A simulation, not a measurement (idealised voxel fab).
Documented hereafter: the process module known as voxel air gaps.
Displayed cross-section: cut, width of 215 nm, square cells sized 5 nm.
Bands, listed from the top down, are how a cross-section gets written in this document; the cross-section itself is a grid of square cells, and a band is one or more rows of them. The band entry comprises the height of the band's top followed by the height of its bottom, expressed in nm, and subsequently the band's materials from left to right, each stated together with its width in nm. Where a single material is marked with the word "throughout", that material fills the band from edge to edge. The word "air" represents empty space. Height reference: 0 = level under which incoming wafer is all one material. Lowest band: no bottom, runs on downward, e.g. "z 0 and below". Quick explanation for "30 to 40": the width changes in equal steps down the rows of cells, from the first number in the band's top row to the second number in its bottom row. The cross-section has no changed cell in any step marked "everything unchanged". Look at "Closed void inventory" for the closed voids: empty spaces with no open path to the top, sized 8 cells or up. Each is width x height at distance, distance from the left edge, all nm. Formally, on a step line, whatever follows the settings is a remark that the simulator itself makes on the step. A step's line can hold "overlay nm"; with a mask on that step, the setting says how far right of the planned place the mask lay, while a negative setting says it lay to the left.

## Steps in the process plan
1,RECEIVE: material Si
2,CONFORMAL_DEP: material SiO2, thk nm 15
3,CONFORMAL_DEP: material SiN, thk nm 5
4,DIRECTIONAL_DEP: material SiO2, thk nm 40
5,MASKED_ETCH: tone open, mask id LINES, width nm 25, pitch nm 55, etch materials SiO2, depth nm 40, overlay nm -15
6,CONFORMAL_DEP: material TiN, thk nm 5
7,FILL_DEP: material Cu, thk nm 5
8,CMP: height nm 60
9,EPI: material Ru, thk nm 10
10,SELECTIVE_ETCH: etch materials SiO2, depth nm 50
11,CONFORMAL_DEP: material SiCN, thk nm 5
For this document, wafers share an identical start and vary in the step 5 overlay nm; the plan quotes the first wafer's value.

## first wafer as received, after step 1
    z 0 and below = Si throughout
    Closed void inventory: none

## Here is how to read the rows: every wafer has a row, and it shows the wafer at the end of the module, giving for each material how many cells were gained (+) or lost (-) since the wafer was received, then listing its closed voids
overlay nm -15, +63 Cu, +54 Ru, +127 SiCN, +43 SiN, +129 SiO2, +57 TiN, Closed void inventory: 20 x 30 at 55; 20 x 30 at 110
overlay nm -10, +63 Cu, +54 Ru, +127 SiCN, +43 SiN, +129 SiO2, +57 TiN, Closed void inventory: 20 x 30 at 60; 20 x 30 at 115
overlay nm -5, +63 Cu, +54 Ru, +127 SiCN, +43 SiN, +129 SiO2, +57 TiN, Closed void inventory: 20 x 30 at 65; 20 x 30 at 120
overlay nm 0, +63 Cu, +54 Ru, +127 SiCN, +43 SiN, +129 SiO2, +57 TiN, Closed void inventory: 20 x 30 at 70; 20 x 30 at 125
overlay nm 5, +63 Cu, +54 Ru, +127 SiCN, +43 SiN, +129 SiO2, +57 TiN, Closed void inventory: 20 x 30 at 75; 20 x 30 at 130
overlay nm 10, +63 Cu, +54 Ru, +127 SiCN, +43 SiN, +129 SiO2, +57 TiN, Closed void inventory: 20 x 30 at 80; 20 x 30 at 135
overlay nm 15, +63 Cu, +54 Ru, +127 SiCN, +43 SiN, +129 SiO2, +57 TiN, Closed void inventory: 20 x 30 at 85; 20 x 30 at 140
